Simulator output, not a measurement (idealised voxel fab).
The following is a process module called voxel double patterning.
Each square cell in cross-section cut measures 5 nm, and the section as a whole is 295 nm wide.
In what follows, cross-sections appear as grids of square cells, described through bands that run from the top down, where every band is one or more rows of cells.
Band: top and bottom heights (nm) first, top before bottom; then materials from left to right, widths in nm. "throughout" marks a sole material filling the band edge to edge. "air" denotes empty space.
Zero point of the height axis is 0; under it, received wafer = one material. Lowest band: continues down indefinitely, "0 down".
The width entry "30..40" should be interpreted row by row: the top row of cells in the band takes the first number, the bottom row takes the second number, and the change between adjacent rows is uniform throughout.
"no alteration" for a step: no cell of the cross-section changed in that step.
So "Closed void catalog" is basically the list of trapped voids: any empty space of 8 cells or more that can't reach the top through an opening. They're written width x height at distance, the distance being from the left edge, and it's all nm.
Step line, after settings: the simulator's comment on this step.
overlay nm: step with mask; distance mask lay right of planned place; negative value = left of planned place.

So here's the lineup of process steps we planned
1. op RECEIVE | material Si
2. op CONFORMAL_DEP | material SiN | thk nm 5
3. op DIRECTIONAL_DEP | material SiO2 | thk nm 15
4. op DIRECTIONAL_DEP | material SiCN | thk nm 10
5. op MASKED_ETCH | tone open | mask id FIRST | width nm 15 | pitch nm 50 | etch materials SiCN | depth nm 10 | overlay nm 0
6. op MASKED_ETCH | tone open | mask id SECOND | width nm 15 | etch materials SiCN | depth nm 10 | overlay nm 0
7. op DIRECTIONAL_ETCH | etch materials SiO2 | depth nm 15
8. op STRIP | etch materials SiCN

First of two wafers, with the run carried out as planned

Cross-sectional view of the wafer in its as-received condition, corresponding to the state after step 1
> 0 down: Si throughout
> Closed void catalog: none

Cross-section: wafer state after step 2
> 5 to 0: SiN throughout
> Under the height 0 nothing was changed.

Cross-section: wafer state after step 3
> 20 to 5: SiO2 throughout
> Under the height 5 nothing was changed.

Cross-section: wafer state after step 4
> 30 to 20: SiCN throughout
> Under the height 20 nothing was changed.

Cross-section: wafer state after step 5
> 30 to 20: 115 nm SiCN / 15 nm air / 35 nm SiCN / 15 nm air / 115 nm SiCN
> Under the height 20 nothing was changed.

Cross-section: wafer state after step 6
> 30 to 20: 115 nm SiCN / 15 nm air / 10 nm SiCN / 15 nm air / 10 nm SiCN / 15 nm air / 115 nm SiCN
> Under the height 20 nothing was changed.

Cross-section: wafer state after step 7
> 30 to 20: 115 nm SiCN / 15 nm air / 10 nm SiCN / 15 nm air / 10 nm SiCN / 15 nm air / 115 nm SiCN
> 20 to 5: 115 nm SiO2 / 15 nm air / 10 nm SiO2 / 15 nm air / 10 nm SiO2 / 15 nm air / 115 nm SiO2
> Under the height 5 nothing was changed.

Cross-section: wafer state after step 8
> 20 to 5: 115 nm SiO2 / 15 nm air / 10 nm SiO2 / 15 nm air / 10 nm SiO2 / 15 nm air / 115 nm SiO2
> Under the height 5 nothing was changed.

Notes, second wafer: start = first wafer's, plan = first wafer's, execution had one mistake; history identical to first through step 1

Cross-section: second wafer, time at which step 2 was scheduled to end
> 15 to 0: SiO2 throughout
> Under the height 0 nothing was changed.

Cross-section: second wafer, time at which step 3 was scheduled to end
> 20 to 15: SiN throughout
> Under the height 15 nothing was changed.

Cross-section: second wafer, time at which step 4 was scheduled to end
> 30 to 20: SiCN throughout
> Under the height 20 nothing was changed.

Cross-section: second wafer, time at which step 5 was scheduled to end
> 30 to 20: 115 nm SiCN / 15 nm air / 35 nm SiCN / 15 nm air / 115 nm SiCN
> Under the height 20 nothing was changed.

Cross-section: second wafer, time at which step 6 was scheduled to end
> 30 to 20: 115 nm SiCN / 15 nm air / 10 nm SiCN / 15 nm air / 10 nm SiCN / 15 nm air / 115 nm SiCN
> Under the height 20 nothing was changed.

Cross-section: second wafer, time at which step 7 was scheduled to end: no alteration

Cross-section: second wafer, time at which step 8 was scheduled to end
> 20 to 15: SiN throughout
> Under the height 15 nothing was changed.
Heads up, the wafer didn't run the way we planned it: order of steps 2 and 3 inverted relative to the plan
Wrapping up, a cell-based count of both wafers puts the second over or under the first for these materials: 27 more of SiO2
